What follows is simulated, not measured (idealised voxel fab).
Name of the process module below: voxel transistor to metal
Cross-section cut: width 215 nm, square cells of 5 nm.
We lay out every cross-section as a grid of square cells and spell it out in bands from the top down, where one band means one or more rows of cells.
It is stipulated that each band's entry specify, in nanometres, the height of the top of the band and then that of its bottom, followed by the materials of the band in left-to-right sequence, each together with its width in nanometres. A single material marked by the word "edge to edge" is understood to fill the band from edge to edge; the word "air" is understood to denote empty space.
Basically, 0 is our baseline, since under it the wafer straight out of the box is all one material. The bottom band has no lower end and keeps on going down, so it looks like "z 0 and below".
With a width like "30->40", each row of cells in the band differs from the next by the same amount, the top row carrying the first number and the bottom row the second.
You'll sometimes find "remained the same" written for a step, and that's the way of saying that nowhere in the cross-section did a cell change during that step.
Heads up: "Trapped voids" only lists the empty pockets with no open path to the top that are 8 cells or more, and it writes them as width x height at distance, distance from the left edge, in nm.
That trailing text on a step's line, after the settings, is the simulator's own remark on the step.
If you see "overlay nm" on a step's line and that step has a mask, it's telling you how far right of where it was planned the mask ended up; a negative number means it went left instead.
# Process steps (planned)
step 1: RECEIVE | material Si
step 2: CONFORMAL_DEP | material SiO2 | thk nm 5
step 3: CONFORMAL_DEP | material SiN | thk nm 10
step 4: MASKED_ETCH | tone cover | mask id ACTIVE | width nm 105 | etch materials SiN | depth nm 10 | overlay nm 0
step 5: MASKED_ETCH | tone cover | mask id ACTIVE | width nm 105 | etch materials SiO2 | depth nm 5 | overlay nm 0
step 6: MASKED_ETCH | tone cover | mask id ACTIVE | width nm 105 | etch materials Si | depth nm 20 | overlay nm 0
step 7: FILL_DEP | material SiO2 | thk nm 10
step 8: CMP | height nm 15
step 9: SELECTIVE_ETCH | etch materials SiO2 | depth nm 10
step 10: STRIP | etch materials SiN
step 11: SELECTIVE_ETCH | etch materials SiO2 | depth nm 5
step 12: OXIDIZE | depth nm 5
step 13: DIRECTIONAL_DEP | material polySi | thk nm 30
step 14: DIRECTIONAL_DEP | material SiCN | thk nm 10
step 15: PATTERN | tone cover | mask id GATE | material resist | width nm 25 | thk nm 20 | overlay nm 0
step 16: DIRECTIONAL_ETCH | etch materials SiCN | depth nm 20
step 17: DIRECTIONAL_ETCH | etch materials polySi | depth nm 40
step 18: STRIP | etch materials resist
step 19: CONFORMAL_DEP | material SiN | thk nm 5
step 20: DIRECTIONAL_ETCH | etch materials SiN | depth nm 5
step 21: DIRECTIONAL_ETCH | etch materials SiO2 | depth nm 5
step 22: EPI | material pSi | thk nm 5
step 23: FILL_DEP | material SiO2 | thk nm 10
step 24: CMP | height nm 30
step 25: STRIP | etch materials polySi
step 26: SELECTIVE_ETCH | etch materials SiO2 | depth nm 5
step 27: CONFORMAL_DEP | material HfO2 | thk nm 5
step 28: CONFORMAL_DEP | material TiN | thk nm 5
step 29: FILL_DEP | material W | thk nm 5
step 30: CMP | height nm 25
step 31: DIRECTIONAL_DEP | material SiO2 | thk nm 15
step 32: PATTERN | tone open | mask id CONTACT | material resist | width nm 15 | pitch nm 70 | thk nm 15 | overlay nm 0
step 33: DIRECTIONAL_ETCH | etch materials SiO2 | depth nm 40
step 34: STRIP | etch materials resist
step 35: CONFORMAL_DEP | material TiN | thk nm 5
step 36: FILL_DEP | material Ru | thk nm 5
step 37: CMP | height nm 40
step 38: DIRECTIONAL_DEP | material TiN | thk nm 5
step 39: DIRECTIONAL_DEP | material W | thk nm 15
step 40: DIRECTIONAL_DEP | material aC | thk nm 15
step 41: PATTERN | tone cover | mask id METAL_1 | material resist | width nm 15 | pitch nm 70 | thk nm 35 | overlay nm 0
step 42: DIRECTIONAL_ETCH | etch materials aC | depth nm 15
step 43: STRIP | etch materials resist
step 44: DIRECTIONAL_ETCH | etch materials W | depth nm 15
step 45: DIRECTIONAL_ETCH | etch materials TiN | depth nm 5
step 46: STRIP | etch materials aC
step 47: CONFORMAL_DEP | material SiCN | thk nm 5
step 48: FILL_DEP | material lowk | thk nm 5
step 49: CMP | height nm 60
step 50: CONFORMAL_DEP | material SiN | thk nm 5
# As-received state of the wafer in cross-section, equivalent to post-step 1
> z 0 and below | Si edge to edge
> Trapped voids: none
# End-of-module cross-section. Starting structure and process plan as above; one mistake made in running it
> z 65 to 60 | SiN edge to edge
> z 60 to 45 | 60 of lowk | 5 of SiCN | 15 of W | 5 of SiCN | 45 of lowk | 5 of SiCN | 15 of W | 5 of SiCN | 60 of lowk
> z 45 to 40 | 65 of SiCN | 15 of TiN | 55 of SiCN | 15 of TiN | 65 of SiCN
> z 40 to 25 | 65 of SiO2 | 5 of TiN | 5 of Ru | 5 of TiN | 55 of SiO2 | 5 of TiN | 5 of Ru | 5 of TiN | 65 of SiO2
> z 25 to 10 | 65 of SiO2 | 5 of TiN | 5 of Ru | 5 of TiN | 10 of SiO2 | 5 of SiN | 5 of HfO2 | 5 of TiN | 5 of W | 5 of TiN | 5 of HfO2 | 5 of SiN | 10 of SiO2 | 5 of TiN | 5 of Ru | 5 of TiN | 65 of SiO2
> z 10 to 5 | 65 of SiO2 | 15 of TiN | 10 of SiO2 | 5 of SiN | 5 of HfO2 | 15 of TiN | 5 of HfO2 | 5 of SiN | 10 of SiO2 | 15 of TiN | 65 of SiO2
> z 5 to 0 | 55 of SiO2 | 5 of SiN | 30 of pSi | 35 of HfO2 | 30 of pSi | 5 of SiN | 55 of SiO2
> z 0 to -5 | 65 of SiO2 | 85 of Si | 65 of SiO2
> z -5 to -20 | 55 of SiO2 | 105 of Si | 55 of SiO2
> z -20 and below | Si edge to edge
> Trapped voids: none
Deviation from plan: a sequencing error occurred in which plan steps 10 and 11 were transposed
